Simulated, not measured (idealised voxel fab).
process module | voxel self aligned vias
cross-section cut | 220 nm wide | cells 5 nm
A cross-section is a grid of square cells, given in bands from the top down. A band is one or more rows of cells.
Each band's line starts with the height of the band's top and of its bottom, in nm. Then come its materials from left to right, each with its width in nm. One material with "throughout" fills the band from edge to edge. "air" is empty space.
Height 0 is the level under which the wafer as received is all one material. The lowest band goes on downwards, as in "0 down".
A width such as "30 to 40" changes by the same amount from each row of cells to the next, from the band's top row to its bottom row.
"no change" after a step means that no cell of the cross-section changed.
closed voids: empty space of 8 cells or more with no open way to the top, each as width x height at its distance from the left edge, in nm
after a step's settings: what the simulator itself notes on the step
overlay nm, on a step with a mask: how far to the right of its planned place the mask lay; to the left if negative
plan
1 op RECEIVE | material Si
2 op CONFORMAL_DEP | material SiO2 | thk nm 15
3 op CONFORMAL_DEP | material SiCN | thk nm 5
4 op DIRECTIONAL_DEP | material SiO2 | thk nm 25
5 op DIRECTIONAL_DEP | material aC | thk nm 10
6 op PATTERN | tone open | mask id LINES | material resist | width nm 30 | pitch nm 70 | thk nm 25 | overlay nm 0
7 op DIRECTIONAL_ETCH | etch materials aC | depth nm 10
8 op STRIP | etch materials resist
9 op DIRECTIONAL_ETCH | etch materials SiO2 | depth nm 25
10 op STRIP | etch materials aC
11 op CONFORMAL_DEP | material TiN | thk nm 5
12 op FILL_DEP | material Ru | thk nm 10
13 op CMP | height nm 45
14 op SELECTIVE_ETCH | etch materials W Ru TiN | depth nm 10
15 op FILL_DEP | material SiN | thk nm 10
16 op CMP | height nm 45
17 op DIRECTIONAL_DEP | material SiO2 | thk nm 15
18 op MASKED_ETCH | tone open | mask id VIAS | width nm 50 | pitch nm 70 | etch materials SiO2 | depth nm 15 | overlay nm 0
19 op MASKED_ETCH | tone open | mask id VIAS | width nm 50 | pitch nm 70 | etch materials SiN | depth nm 10 | overlay nm 0
20 op CONFORMAL_DEP | material TiN | thk nm 5
21 op FILL_DEP | material Cu | thk nm 5
22 op CMP | height nm 60
23 op CONFORMAL_DEP | material SiCN | thk nm 5
as received, after step 1
  0 down: Si throughout
  closed voids: none
first wafer at the end, as planned
  65 to 60: SiCN throughout
  60 to 50: SiO2 50 | TiN 5 | Cu 40 | TiN 5 | SiO2 20 | TiN 5 | Cu 40 | TiN 5 | SiO2 50
  50 to 40: SiO2 50 to 60 | TiN 15 to 5 | Cu 20 | TiN 15 to 5 | SiO2 20 to 40 | TiN 15 to 5 | Cu 20 | TiN 15 to 5 | SiO2 50 to 60
  40 to 35: SiO2 60 | TiN 30 | SiO2 40 | TiN 30 | SiO2 60
  35 to 25: SiO2 60 | TiN 5 | Ru 20 | TiN 5 | SiO2 40 | TiN 5 | Ru 20 | TiN 5 | SiO2 60
  25 to 20: SiO2 60 | TiN 30 | SiO2 40 | TiN 30 | SiO2 60
  20 to 15: SiCN throughout
  15 to 0: SiO2 throughout
  0 down: Si throughout
  closed voids: none
second wafer at the end: like start, like plan, one mistake
  65 to 60: SiCN throughout
  60 to 45: SiO2 50 | TiN 5 | Cu 40 | TiN 5 | SiO2 20 | TiN 5 | Cu 40 | TiN 5 | SiO2 50
  45 to 40: SiN 50 | TiN 15 | Cu 20 | TiN 15 | SiN 20 | TiN 15 | Cu 20 | TiN 15 | SiN 50
  40 to 35: SiO2 60 | TiN 30 | SiO2 40 | TiN 30 | SiO2 60
  35 to 20: SiO2 60 | TiN 5 | Ru 20 | TiN 5 | SiO2 40 | TiN 5 | Ru 20 | TiN 5 | SiO2 60
  20 to 15: SiO2 60 | TiN 30 | SiO2 40 | TiN 30 | SiO2 60
  15 to 10: SiCN throughout
  10 to 0: SiO2 throughout
  0 down: Si throughout
  closed voids: none
what went wrong: step 2 ran as: op CONFORMAL_DEP | material SiO2 | thk nm 10
at the end the second wafer has, in cells: 8 more of Cu | 8 more of Ru | 24 more of SiN | 44 fewer of SiO2 | 4 more of TiN
